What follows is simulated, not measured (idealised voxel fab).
This section sets out a process module, namely voxel gate over fins.
Cross-section cut spans 190 nm and uses square cells 5 nm in size.
Cross-section = grid of square cells, listed top down in bands; band = one or more rows. Top, bottom (nm), then materials left to right with widths (nm); lone material tagged "all across" fills the whole band edge to edge; "empty" = empty space. Basically, 0 is our baseline, since under it the wafer straight out of the box is all one material. The bottom band has no lower end and keeps on going down, so it looks like "top 0, no bottom". The notation "30 to 40" denotes a width that varies across the rows of cells in the band, beginning at the first number in the top row, finishing at the second number in the bottom row, and changing by an identical amount from each row to the next. For the purposes of this document, the phrase "no alterations made" attached to a step denotes that no cell within the cross-section was modified by that step. The label "Closed voids list" introduces a list of the empty spaces, 8 cells or larger, that have no open way up to the top; each entry in it reads width x height at distance, where the distance is taken from the left edge and all three are stated in nm. It should be noted that, on the line of a given step, the content following the step's settings is a remark produced by the simulator itself with respect to that step. overlay nm: mask right of planned place by this much (step with mask). Neg. = left.
**Planned process steps**
1 RECEIVE [material Si]
2 CONFORMAL_DEP [material SiN] [thk nm 10]
3 MASKED_ETCH [tone cover] [mask id FINS] [width nm 15] [pitch nm 50] [etch materials SiN] [depth nm 10] [overlay nm 0]
4 MASKED_ETCH [tone cover] [mask id FINS] [width nm 15] [pitch nm 50] [etch materials Si] [depth nm 35] [overlay nm 0]
5 OXIDIZE [depth nm 5]
6 FILL_DEP [material SiO2] [thk nm 15]
7 CMP [height nm 10]
8 PATTERN [tone open] [mask id RAIL] [material resist] [width nm 15] [thk nm 15] [overlay nm 0]
9 DIRECTIONAL_ETCH [etch materials SiO2] [depth nm 40]
10 STRIP [etch materials resist]
11 CONFORMAL_DEP [material TiN] [thk nm 5]
12 FILL_DEP [material Ru] [thk nm 10]
13 CMP [height nm 10]
14 SELECTIVE_ETCH [etch materials W Ru TiN] [depth nm 30]
15 FILL_DEP [material SiO2] [thk nm 5]
16 CMP [height nm 10]
17 SELECTIVE_ETCH [etch materials SiO2] [depth nm 25]
18 STRIP [etch materials SiN]
19 CONFORMAL_DEP [material HfO2] [thk nm 5]
20 CONFORMAL_DEP [material TiN] [thk nm 5]
21 CONFORMAL_DEP [material TiAl] [thk nm 5]
22 CONFORMAL_DEP [material TiN] [thk nm 5]
23 FILL_DEP [material W] [thk nm 10]
24 CMP [height nm 25]
25 CONFORMAL_DEP [material SiN] [thk nm 5]
**as received, after step 1**
- top 0, no bottom | Si all across
- Closed voids list: none
**End state of the module in cross-section, given the above starting point and plan and one mistake in execution**
- top 25, bottom 20 | SiN all across
- top 20, bottom 15 | W: 45, TiN: 45, W: 5, TiN: 45, W: 50
- top 15, bottom 10 | W: 45, TiN: 5, TiAl: 35, TiN: 5, W: 5, TiN: 5, TiAl: 35, TiN: 5, W: 50
- top 10, bottom 5 | W: 45, TiN: 5, TiAl: 5, TiN: 25, TiAl: 5, TiN: 5, W: 5, TiN: 5, TiAl: 5, TiN: 25, TiAl: 5, TiN: 5, W: 50
- top 5, bottom 0 | TiN: 50, TiAl: 5, TiN: 5, HfO2: 15, TiN: 5, TiAl: 5, TiN: 15, TiAl: 5, TiN: 5, HfO2: 15, TiN: 5, TiAl: 5, TiN: 55
- top 0, bottom -5 | TiAl: 55, TiN: 5, HfO2: 5, Si: 5, HfO2: 5, TiN: 5, TiAl: 25, TiN: 5, HfO2: 5, Si: 5, HfO2: 5, TiN: 5, TiAl: 60
- top -5, bottom -10 | TiN: 60, HfO2: 5, Si: 5, HfO2: 5, TiN: 35, HfO2: 5, Si: 5, HfO2: 5, TiN: 65
- top -10, bottom -15 | HfO2: 65, Si: 5, HfO2: 45, Si: 5, HfO2: 70
- top -15, bottom -20 | SiO2: 65, Si: 5, SiO2: 45, Si: 5, SiO2: 70
- top -20, bottom -25 | SiO2: 65, Si: 5, SiO2: 15, TiN: 5, Ru: 5, TiN: 5, SiO2: 15, Si: 5, SiO2: 70
- top -25, bottom -30 | SiO2: 65, Si: 5, SiO2: 15, TiN: 15, SiO2: 15, Si: 5, SiO2: 70
- top -30, bottom -40 | SiO2: 65, Si: 5, SiO2: 45, Si: 5, SiO2: 70
- top -40, no bottom | Si all across
- Closed voids list: none
Deviation from plan: step 24: run off-plan, actual operation and settings CMP [height nm 20]
